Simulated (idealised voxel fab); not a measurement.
Process module, titled voxel released beams
215 nm wide, 5 nm square cells: that's cross-section cut.
Cross-section, as written here: a square-cell grid given band by band from the top down, where a band holds one or more rows of cells.
Each band's line starts with the height of the band's top and of its bottom, in nm. Then come its materials from left to right, each with its width in nm. One material with "everywhere" fills the band from edge to edge. "air" is empty space.
Basically, 0 is our baseline, since under it the wafer straight out of the box is all one material. The bottom band has no lower end and keeps on going down, so it looks like "0 -> down".
The two numbers in a width such as "30 to 40" mark its ends across the band: the first belongs to the top row of cells, the second to the bottom row, and from each row to the next the width moves by the same amount.
The designation "identical to before", where it is given for a processing step, indicates that no cell of the cross-section was altered in the course of that step.
Listed in "Encapsulated voids": every empty space of 8 or more cells without an open way to the top. Form: width x height at distance, the distance being from the left edge, all in nm.
Past the settings on a step's line: simulator remark, on that step.
Steps that use a mask can have "overlay nm" on their line. It says how far the mask sat to the right of where it was meant to be. Negative means to the left.

BELOW IS THE LIST OF PLANNED PROCESS STEPS
| 1 | RECEIVE (material Si) |
| 2 | CONFORMAL_DEP (material Al2O3; thk nm 5) |
| 3 | DIRECTIONAL_DEP (material SiO2; thk nm 10) |
| 4 | PATTERN (tone open; mask id ANCHOR; material resist; width nm 45; thk nm 15; overlay nm -15) |
| 5 | DIRECTIONAL_ETCH (etch materials SiO2; depth nm 10) |
| 6 | STRIP (etch materials resist) |
| 7 | CONFORMAL_DEP (material polySi; thk nm 15) |
| 8 | PATTERN (tone cover; mask id BEAM; material resist; width nm 125; thk nm 15; overlay nm 0) |
| 9 | DIRECTIONAL_ETCH (etch materials polySi; depth nm 15) |
| 10 | STRIP (etch materials resist) |
| 11 | STRIP (etch materials SiO2) |
The plan's step 4 overlay nm is the first wafer's value; the wafers differ in this setting and start identical.

CROSS-SECTION OF THE FIRST OF SEVERAL WAFERS ON RECEIPT, REFLECTING COMPLETION OF STEP 1
    0 -> down = Si everywhere
    Encapsulated voids: none

DEPICTED HERE IS THE FIRST OF SEVERAL WAFERS IN CROSS-SECTION, AT MODULE COMPLETION FOLLOWING THE LAST STEP, STEP 11
    30 -> 20 = 40 of air; 5 of polySi; 15 of air; 105 of polySi; 50 of air
    20 -> 15 = 40 of air; 125 of polySi; 50 of air
    15 -> 5 = 30 of air; 45 of polySi; 140 of air
    5 -> 0 = Al2O3 everywhere
    0 -> down = Si everywhere
    Encapsulated voids: none

THE FINAL WAFER, SECTIONED AT MODULE END
    30 -> 20 = 40 of air; 35 of polySi; 15 of air; 75 of polySi; 50 of air
    20 -> 15 = 40 of air; 125 of polySi; 50 of air
    15 -> 5 = 60 of air; 45 of polySi; 110 of air
    5 -> 0 = Al2O3 everywhere
    0 -> down = Si everywhere
    Encapsulated voids: none

BELOW, A ROW FOR EVERY WAFER. READ IT AS THE END-OF-MODULE PICTURE: FOR EACH MATERIAL THE WAFER SHOWS ITS CELLS GAINED (+) OR LOST (-) SINCE IT WAS RECEIVED, AND THEN ITS CLOSED VOIDS
overlay nm -15 | +43 Al2O3 | +87 polySi | Encapsulated voids: none
overlay nm -10 | +43 Al2O3 | +87 polySi | Encapsulated voids: none
overlay nm -5 | +43 Al2O3 | +87 polySi | Encapsulated voids: none
overlay nm 0 | +43 Al2O3 | +87 polySi | Encapsulated voids: none
overlay nm 5 | +43 Al2O3 | +87 polySi | Encapsulated voids: none
overlay nm 10 | +43 Al2O3 | +87 polySi | Encapsulated voids: none
overlay nm 15 | +43 Al2O3 | +87 polySi | Encapsulated voids: none
